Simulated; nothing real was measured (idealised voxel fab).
The process module that follows is named voxel local oxidation.
Pictured: cross-section cut, 280 nm wide, on a grid of 5 nm square cells.
A cross-section is a grid of square cells, given in bands from the top down. A band is one or more rows of cells.
Band entry format. Leading values: height of top, height of bottom, nm. Remainder: materials in left-to-right order, each with its width in nm. Special words: "everywhere" on a single material, which then fills the band edge to edge; "blank", empty space.
Counting heights begins at 0, where everything beneath is, in the wafer as received, one material. The lowest band has no bottom; it goes on downwards, as "top 0, no bottom" shows.
When a width is written as two numbers, as in "30..40", the first number is the width in the top row of cells of the band and the second is the width in its bottom row, and the width changes by the same amount from each row to the next.
Where a step carries "no modification", the cross-section came out of it unchanged, cell for cell.
Under "Enclosed voids" you'll find the enclosed gaps, the ones with no way out to the top, that are 8 cells or bigger; each reads width x height at distance, with distance counted from the left edge, everything in nm.
Note: text after step settings on the step line = simulator remark on that step.
Steps that use a mask can have "overlay nm" on their line. It says how far the mask sat to the right of where it was meant to be. Negative means to the left.

The planned process steps are enumerated hereunder
| 1 | RECEIVE,material Si |
| 2 | CONFORMAL_DEP,material SiO2,thk nm 5 |
| 3 | CONFORMAL_DEP,material SiN,thk nm 15 |
| 4 | PATTERN,tone cover,mask id ACTIVE,material resist,width nm 95,thk nm 15,overlay nm 0 |
| 5 | DIRECTIONAL_ETCH,etch materials SiN,depth nm 15 |
| 6 | STRIP,etch materials resist |
| 7 | SELECTIVE_ETCH,etch materials SiO2,depth nm 5 |
| 8 | OXIDIZE,depth nm 15 |
| 9 | STRIP,etch materials SiN |

Cross-section of the wafer at receipt, which is the condition after step 1
	top 0, no bottom = Si everywhere
	Enclosed voids: none

First wafer at the end, as planned
	top 5, bottom 0 = blank 95 nm / SiO2 85 nm / blank 100 nm
	top 0, bottom -15 = SiO2 110 nm / Si 55 nm / SiO2 115 nm
	top -15, no bottom = Si everywhere
	Enclosed voids: none

Cross-section of the latter of the two wafers at module completion. It had an identical start and an identical plan to the former; in running it, one mistake was made
	top 5, bottom 0 = SiO2 85 nm / blank 105 nm / SiO2 90 nm
	top 0, bottom -15 = Si 70 nm / SiO2 135 nm / Si 75 nm
	top -15, no bottom = Si everywhere
	Enclosed voids: none
It is concluded that the wafer was processed incorrectly with respect to the plan, in that note that step 4 departed from the planned setting and was carried out as PATTERN,tone open,mask id ACTIVE,material resist,width nm 95,thk nm 15,overlay nm 0
The closing comparison, in cells, has the second wafer with more or fewer of some materials than the first: 54 more of Si, 36 fewer of SiO2
